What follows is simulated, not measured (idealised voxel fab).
process module | voxel quadruple lines
cross-section cut | 270 nm wide | cells 5 nm
A cross-section is a grid of square cells, given in bands from the top down. A band is one or more rows of cells.
Each band's line starts with the height of the band's top and of its bottom, in nm. Then come its materials from left to right, each with its width in nm. One material with "throughout" fills the band from edge to edge. "air" is empty space.
Height 0 is the level under which the wafer as received is all one material. The lowest band goes on downwards, as in "0 down".
A width such as "30 to 40" changes by the same amount from each row of cells to the next, from the band's top row to its bottom row.
"no change" after a step means that no cell of the cross-section changed.
closed voids: empty space of 8 cells or more with no open way to the top, each as width x height at its distance from the left edge, in nm
after a step's settings: what the simulator itself notes on the step
overlay nm, on a step with a mask: how far to the right of its planned place the mask lay; to the left if negative
plan
1 op RECEIVE | material Si
2 op CONFORMAL_DEP | material Al2O3 | thk nm 10
3 op DIRECTIONAL_DEP | material TiN | thk nm 10
4 op DIRECTIONAL_DEP | material polySi | thk nm 15
5 op DIRECTIONAL_DEP | material aC | thk nm 25
6 op PATTERN | tone cover | mask id MANDREL | material resist | width nm 20 | pitch nm 60 | thk nm 30 | overlay nm 0
7 op DIRECTIONAL_ETCH | etch materials aC | depth nm 25
8 op STRIP | etch materials resist
9 op CONFORMAL_DEP | material SiO2 | thk nm 10
10 op DIRECTIONAL_ETCH | etch materials SiO2 | depth nm 10
11 op STRIP | etch materials aC
12 op DIRECTIONAL_ETCH | etch materials polySi | depth nm 15
13 op STRIP | etch materials SiO2
14 op CONFORMAL_DEP | material SiCN | thk nm 5
15 op DIRECTIONAL_ETCH | etch materials SiCN | depth nm 5
16 op STRIP | etch materials polySi
17 op DIRECTIONAL_ETCH | etch materials TiN | depth nm 10
18 op STRIP | etch materials SiCN
as received, after step 1
  0 down: Si throughout
  closed voids: none
a wafer at the end: this start, this plan, one mistake
  35 to 30: air 85 | polySi 10 | air 20 | polySi 10 | air 20 | polySi 10 | air 20 | polySi 10 | air 85
  30 to 20: air 80 | TiN 5 | polySi 10 | TiN 5 | air 10 | TiN 5 | polySi 10 | TiN 5 | air 10 | TiN 5 | polySi 10 | TiN 5 | air 10 | TiN 5 | polySi 10 | TiN 5 | air 80
  20 to 15: air 80 | TiN 20 | air 10 | TiN 20 | air 10 | TiN 20 | air 10 | TiN 20 | air 80
  15 to 10: TiN throughout
  10 to 0: Al2O3 throughout
  0 down: Si throughout
  closed voids: none
what went wrong: step 14 ran as: op CONFORMAL_DEP | material TiN | thk nm 5
